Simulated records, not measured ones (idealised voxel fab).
You're looking at the process module voxel wiring stack.
Shown is cross-section cut, with a width of 160 nm and square cells of size 5 nm.
This document writes a cross-section as a grid whose cells are square, and gives it as bands, listed from the top down; one or more rows of cells form a band. Band entry format. Leading values: height of top, height of bottom, nm. Remainder: materials in left-to-right order, each with its width in nm. Special words: "everywhere" on a single material, which then fills the band edge to edge; "blank", empty space. Measure heights from 0. That's the level where, below it, the as-received wafer is all one material. The lowest band is bottomless and extends downward; write it as in "0..down". Graded width ("30->40"): value in top row of band = first number; value in bottom row = second number; row-to-row change constant. "no modifications" (step): cross-section cells unchanged, all of them. Under "Closed internal cavities" you'll find the enclosed gaps, the ones with no way out to the top, that are 8 cells or bigger; each reads width x height at distance, with distance counted from the left edge, everything in nm. Note: text after step settings on the step line = simulator remark on that step. The optional step-line setting "overlay nm" applies to steps with a mask and quantifies how far to the right of its planned location the mask lay, a negative value indicating leftward placement.
The steps planned for the process are as follows
1. RECEIVE: material Si
2. CONFORMAL_DEP: material SiO2, thk nm 15
3. CONFORMAL_DEP: material SiN, thk nm 5
4. DIRECTIONAL_DEP: material SiO2, thk nm 25
5. PATTERN: tone open, mask id METAL_1, material resist, width nm 25, pitch nm 45, thk nm 15, overlay nm 0
6. DIRECTIONAL_ETCH: etch materials SiO2, depth nm 25
7. DIRECTIONAL_ETCH: etch materials SiN, depth nm 5
8. STRIP: etch materials resist
9. CONFORMAL_DEP: material TiN, thk nm 5
10. FILL_DEP: material W, thk nm 5
11. CMP: height nm 45
12. CONFORMAL_DEP: material SiCN, thk nm 5
13. DIRECTIONAL_DEP: material SiO2, thk nm 30
14. DIRECTIONAL_DEP: material aC, thk nm 10
15. PATTERN: tone open, mask id METAL_2_HOLES, material resist, width nm 15, pitch nm 90, thk nm 30, overlay nm 0
16. DIRECTIONAL_ETCH: etch materials aC, depth nm 10
17. STRIP: etch materials resist
18. DIRECTIONAL_ETCH: etch materials SiO2, depth nm 30
19. STRIP: etch materials aC
20. DIRECTIONAL_DEP: material aC, thk nm 15
21. PATTERN: tone open, mask id METAL_2, material resist, width nm 25, pitch nm 45, thk nm 35, overlay nm 0
22. DIRECTIONAL_ETCH: etch materials aC, depth nm 15
23. STRIP: etch materials resist
24. DIRECTIONAL_ETCH: etch materials SiO2, depth nm 15
25. DIRECTIONAL_ETCH: etch materials SiCN, depth nm 5
26. STRIP: etch materials aC
27. CONFORMAL_DEP: material TiN, thk nm 5
28. FILL_DEP: material Cu, thk nm 10
29. CMP: height nm 80
30. CONFORMAL_DEP: material SiCN, thk nm 5
Cross-section of the incoming wafer, state after step 1
	0..down: Si everywhere
	Closed internal cavities: none
Sectioned view, first of two wafers, at the close of the module, processed as intended in the plan
	85..80: SiCN everywhere
	80..70: SiO2=20; TiN=5; Cu=15; TiN=5; SiO2=20; TiN=5; Cu=15; TiN=5; SiO2=20; TiN=5; Cu=15; TiN=5; SiO2=25
	70..65: SiO2=20; TiN=5; Cu=5; TiN=15; SiO2=20; TiN=25; SiO2=20; TiN=5; Cu=5; TiN=15; SiO2=25
	65..50: SiO2=20; TiN=5; Cu=5; TiN=5; SiO2=75; TiN=5; Cu=5; TiN=5; SiO2=35
	50..45: SiCN=20; TiN=15; SiCN=75; TiN=15; SiCN=35
	45..20: SiO2=20; TiN=5; W=15; TiN=5; SiO2=20; TiN=5; W=15; TiN=5; SiO2=20; TiN=5; W=15; TiN=5; SiO2=25
	20..15: SiN=20; TiN=25; SiN=20; TiN=25; SiN=20; TiN=25; SiN=25
	15..0: SiO2 everywhere
	0..down: Si everywhere
	Closed internal cavities: none
What the second wafer looks like in cross-section once the module is done. Its start and its plan matched the first wafer's exactly; what differed was one mistake in how it was run
	85..80: SiCN everywhere
	80..70: SiO2=20; TiN=5; Cu=15; TiN=5; SiO2=20; TiN=5; Cu=15; TiN=5; SiO2=20; TiN=5; Cu=15; TiN=5; SiO2=25
	70..65: SiO2=20; TiN=5; Cu=5; TiN=15; SiO2=20; TiN=25; SiO2=20; TiN=5; Cu=5; TiN=15; SiO2=25
	65..50: SiO2=20; TiN=5; Cu=5; TiN=5; SiO2=75; TiN=5; Cu=5; TiN=5; SiO2=35
	50..45: SiCN=20; TiN=15; SiCN=75; TiN=15; SiCN=35
	45..20: W=15; TiN=5; SiO2=25; TiN=5; W=10; TiN=5; SiO2=25; TiN=5; W=10; TiN=5; SiO2=25; TiN=5; W=20
	20..15: TiN=20; SiN=25; TiN=20; SiN=25; TiN=20; SiN=25; TiN=25
	15..0: SiO2 everywhere
	0..down: Si everywhere
	Closed internal cavities: none
Which mistake was made when the wafer was run? step 5 was run on a setting that differed from the plan, and what really ran there is PATTERN: tone cover, mask id METAL_1, material resist, width nm 25, pitch nm 45, thk nm 15, overlay nm 0
The final cell counts differ between the wafers, with the second having more or fewer of some materials than the first: 2 fewer of SiN | 10 fewer of SiO2 | 2 more of TiN | 10 more of W
